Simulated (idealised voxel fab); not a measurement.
Module name: voxel gate over fins (process module)
The figure presents cross-section cut, which has a width of 235 nm and is divided into square cells with an edge length of 5 nm.
In this document a cross-section is written as a grid of square cells. It is given as a series of bands, listed from the top down, and a band is one or more rows of cells. Per band: top height and bottom height in nm, followed by the left-to-right materials and their widths in nm; "all across" marks a single material spanning edge to edge, "air" marks empty space. Heights from 0 (as-received wafer is one material below). Bottom band endless downward, as "from 0 down". Note: "30 to 40" means the width goes from the first number (top row of the band) to the second number (bottom row) in equal steps per row of cells. Step note "no alteration" = no cross-section cell changed. This entry, "closed voids", enumerates those empty regions of no fewer than 8 cells that possess no open connection to the top. Each region is reported in the form width x height at distance, the distance being taken from the left edge, with all three quantities expressed in nm. Past the settings on a step's line: simulator remark, on that step. overlay nm: how far to the right of its planned place the mask lay on this masked step (negative: to the left).
-- Planned step list for the process
1: RECEIVE, material Si
2: CONFORMAL_DEP, material SiN, thk nm 5
3: PATTERN, tone cover, mask id FINS, material resist, width nm 15, pitch nm 35, thk nm 15, overlay nm 0
4: DIRECTIONAL_ETCH, etch materials SiN, depth nm 5
5: DIRECTIONAL_ETCH, etch materials Si, depth nm 35
6: STRIP, etch materials resist
7: FILL_DEP, material SiO2, thk nm 5
8: CMP, height nm 5
9: SELECTIVE_ETCH, etch materials SiO2, depth nm 15
10: STRIP, etch materials SiN
11: CONFORMAL_DEP, material HfO2, thk nm 5
12: CONFORMAL_DEP, material TiN, thk nm 5
13: FILL_DEP, material W, thk nm 10
14: CMP, height nm 15
15: CONFORMAL_DEP, material SiN, thk nm 5
-- So, the first of our two wafers, run just as we planned it
-- Cross-section of the wafer as it came to us, i.e., already through step 1
- from 0 down  Si all across
- closed voids: none
-- Wafer after step 2 (cross-section)
- from 5 to 0  SiN all across
- Below a height of 0, the structure has not been altered.
-- Wafer after step 3 (cross-section)
- from 20 to 5  75 of air / 15 of resist / 20 of air / 15 of resist / 20 of air / 15 of resist / 75 of air
- Below a height of 5, the structure has not been altered.
-- Wafer after step 4 (cross-section)
- from 20 to 5  75 of air / 15 of resist / 20 of air / 15 of resist / 20 of air / 15 of resist / 75 of air
- from 5 to 0  75 of air / 15 of SiN / 20 of air / 15 of SiN / 20 of air / 15 of SiN / 75 of air
- Below a height of 0, the structure has not been altered.
-- Wafer after step 5 (cross-section)
- from 20 to 5  75 of air / 15 of resist / 20 of air / 15 of resist / 20 of air / 15 of resist / 75 of air
- from 5 to 0  75 of air / 15 of SiN / 20 of air / 15 of SiN / 20 of air / 15 of SiN / 75 of air
- from 0 to -35  75 of air / 15 of Si / 20 of air / 15 of Si / 20 of air / 15 of Si / 75 of air
- Below a height of -35, the structure has not been altered.
-- Wafer after step 6 (cross-section)
- from 5 to 0  75 of air / 15 of SiN / 20 of air / 15 of SiN / 20 of air / 15 of SiN / 75 of air
- Below a height of 0, the structure has not been altered.
-- Wafer after step 7 (cross-section)
- from 10 to 5  SiO2 all across
- from 5 to 0  75 of SiO2 / 15 of SiN / 20 of SiO2 / 15 of SiN / 20 of SiO2 / 15 of SiN / 75 of SiO2
- from 0 to -35  75 of SiO2 / 15 of Si / 20 of SiO2 / 15 of Si / 20 of SiO2 / 15 of Si / 75 of SiO2
- Below a height of -35, the structure has not been altered.
-- Wafer after step 8 (cross-section)
- from 5 to 0  75 of SiO2 / 15 of SiN / 20 of SiO2 / 15 of SiN / 20 of SiO2 / 15 of SiN / 75 of SiO2
- Below a height of 0, the structure has not been altered.
-- Wafer after step 9 (cross-section)
- from 5 to 0  75 of air / 15 of SiN / 20 of air / 15 of SiN / 20 of air / 15 of SiN / 75 of air
- from 0 to -10  75 of air / 15 of Si / 20 of air / 15 of Si / 20 of air / 15 of Si / 75 of air
- Below a height of -10, the structure has not been altered.
-- Wafer after step 10 (cross-section)
- from 0 to -10  75 of air / 15 of Si / 20 of air / 15 of Si / 20 of air / 15 of Si / 75 of air
- Below a height of -10, the structure has not been altered.
-- Wafer after step 11 (cross-section)
- from 5 to 0  70 of air / 25 of HfO2 / 10 of air / 25 of HfO2 / 10 of air / 25 of HfO2 / 70 of air
- from 0 to -5  70 of air / 5 of HfO2 / 15 of Si / 5 of HfO2 / 10 of air / 5 of HfO2 / 15 of Si / 5 of HfO2 / 10 of air / 5 of HfO2 / 15 of Si / 5 of HfO2 / 70 of air
- from -5 to -10  75 of HfO2 / 15 of Si / 20 of HfO2 / 15 of Si / 20 of HfO2 / 15 of Si / 75 of HfO2
- Below a height of -10, the structure has not been altered.
-- Wafer after step 12 (cross-section)
- from 10 to 5  65 of air / 105 of TiN / 65 of air
- from 5 to 0  65 of air / 5 of TiN / 25 of HfO2 / 10 of TiN / 25 of HfO2 / 10 of TiN / 25 of HfO2 / 5 of TiN / 65 of air
- from 0 to -5  70 of TiN / 5 of HfO2 / 15 of Si / 5 of HfO2 / 10 of TiN / 5 of HfO2 / 15 of Si / 5 of HfO2 / 10 of TiN / 5 of HfO2 / 15 of Si / 5 of HfO2 / 70 of TiN
- Below a height of -5, the structure has not been altered.
-- Wafer after step 13 (cross-section)
- from 20 to 10  W all across
- from 10 to 5  65 of W / 105 of TiN / 65 of W
- from 5 to 0  65 of W / 5 of TiN / 25 of HfO2 / 10 of TiN / 25 of HfO2 / 10 of TiN / 25 of HfO2 / 5 of TiN / 65 of W
- Below a height of 0, the structure has not been altered.
-- Wafer after step 14 (cross-section)
- from 15 to 10  W all across
- Below a height of 10, the structure has not been altered.
-- Wafer after step 15 (cross-section)
- from 20 to 15  SiN all across
- Below a height of 15, the structure has not been altered.
-- Regarding the second of the two wafers: it shared the first wafer's starting condition and process plan, yet one error occurred during its execution. Its history coincides with that of the first wafer up to and including step 12
-- Here is the second wafer in cross-section at the point where step 13 of the plan should have been done
- from 20 to 5  TiN all across
- from 5 to 0  70 of TiN / 25 of HfO2 / 10 of TiN / 25 of HfO2 / 10 of TiN / 25 of HfO2 / 70 of TiN
- Below a height of 0, the structure has not been altered.
-- Here is the second wafer in cross-section at the point where step 14 of the plan should have been done
- from 15 to 5  TiN all across
- Below a height of 5, the structure has not been altered.
-- Here is the second wafer in cross-section at the point where step 15 of the plan should have been done
- from 20 to 15  SiN all across
- Below a height of 15, the structure has not been altered.
Misprocessing identified: note that step 13 departed from the planned setting and was carried out as FILL_DEP, material TiN, thk nm 10
Final cells, second wafer relative to first, materials higher or lower: TiN +99 | W -99
